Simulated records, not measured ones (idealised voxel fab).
Module name: voxel released beams (process module)
It is cross-section cut that appears here, measuring 215 nm in width, its square cells being 5 nm in size.
Bands, listed from the top down, are how a cross-section gets written in this document; the cross-section itself is a grid of square cells, and a band is one or more rows of them. Band entry format. Leading values: height of top, height of bottom, nm. Remainder: materials in left-to-right order, each with its width in nm. Special words: "everywhere" on a single material, which then fills the band edge to edge; "empty", empty space. Ref level 0: as-received wafer is one material below here. Bottom band extends down with no lower bound ("0 down"). Read "30 to 40" as a graded width: first number on top, second number at the bottom, same change between each pair of neighbouring rows. Take "nothing different" at face value: in the step it is given for, the cross-section changed in none of its cells. In "Enclosed internal voids" the enclosed voids are listed, meaning empty spaces of 8 cells or larger without any opening to the top. The form is width x height at distance, distance from the left edge, units nm. Anything after a step's settings on that line? It's the simulator's own note about the step. The optional step-line setting "overlay nm" applies to steps with a mask and quantifies how far to the right of its planned location the mask lay, a negative value indicating leftward placement.
Process steps (planned):
step 1: RECEIVE, material Si
step 2: CONFORMAL_DEP, material Al2O3, thk nm 5
step 3: DIRECTIONAL_DEP, material SiO2, thk nm 10
step 4: PATTERN, tone open, mask id ANCHOR, material resist, width nm 45, thk nm 15, overlay nm 0
step 5: DIRECTIONAL_ETCH, etch materials SiO2, depth nm 10
step 6: STRIP, etch materials resist
step 7: CONFORMAL_DEP, material polySi, thk nm 15
step 8: PATTERN, tone cover, mask id BEAM, material resist, width nm 125, thk nm 15, overlay nm 0
step 9: DIRECTIONAL_ETCH, etch materials polySi, depth nm 15
step 10: STRIP, etch materials resist
step 11: STRIP, etch materials SiO2
As-received state of the wafer in cross-section, equivalent to post-step 1:
- 0 down: Si everywhere
- Enclosed internal voids: none
First of two wafers: cross-section at end of module, run per plan:
- 30 to 20: empty=40, polySi=20, empty=15, polySi=90, empty=50
- 20 to 15: empty=40, polySi=125, empty=50
- 15 to 5: empty=45, polySi=45, empty=125
- 5 to 0: Al2O3 everywhere
- 0 down: Si everywhere
- Enclosed internal voids: none
Wafer two, end of module, cross-section. Same start, same plan as wafer one. One mistake in the run:
- 30 to 25: empty=40, polySi=20, empty=15, polySi=90, empty=50
- 25 to 20: polySi=60, empty=15, polySi=140
- 20 to 15: polySi everywhere
- 15 to 5: SiO2=45, polySi=45, SiO2=125
- 5 to 0: Al2O3 everywhere
- 0 down: Si everywhere
- Enclosed internal voids: none
What went wrong in running the wafer? step 9 was run on a setting that differed from the plan, and what really ran there is DIRECTIONAL_ETCH, etch materials polySi, depth nm 5
Final cells, second wafer relative to first, materials higher or lower: 68 more of SiO2 | 36 more of polySi
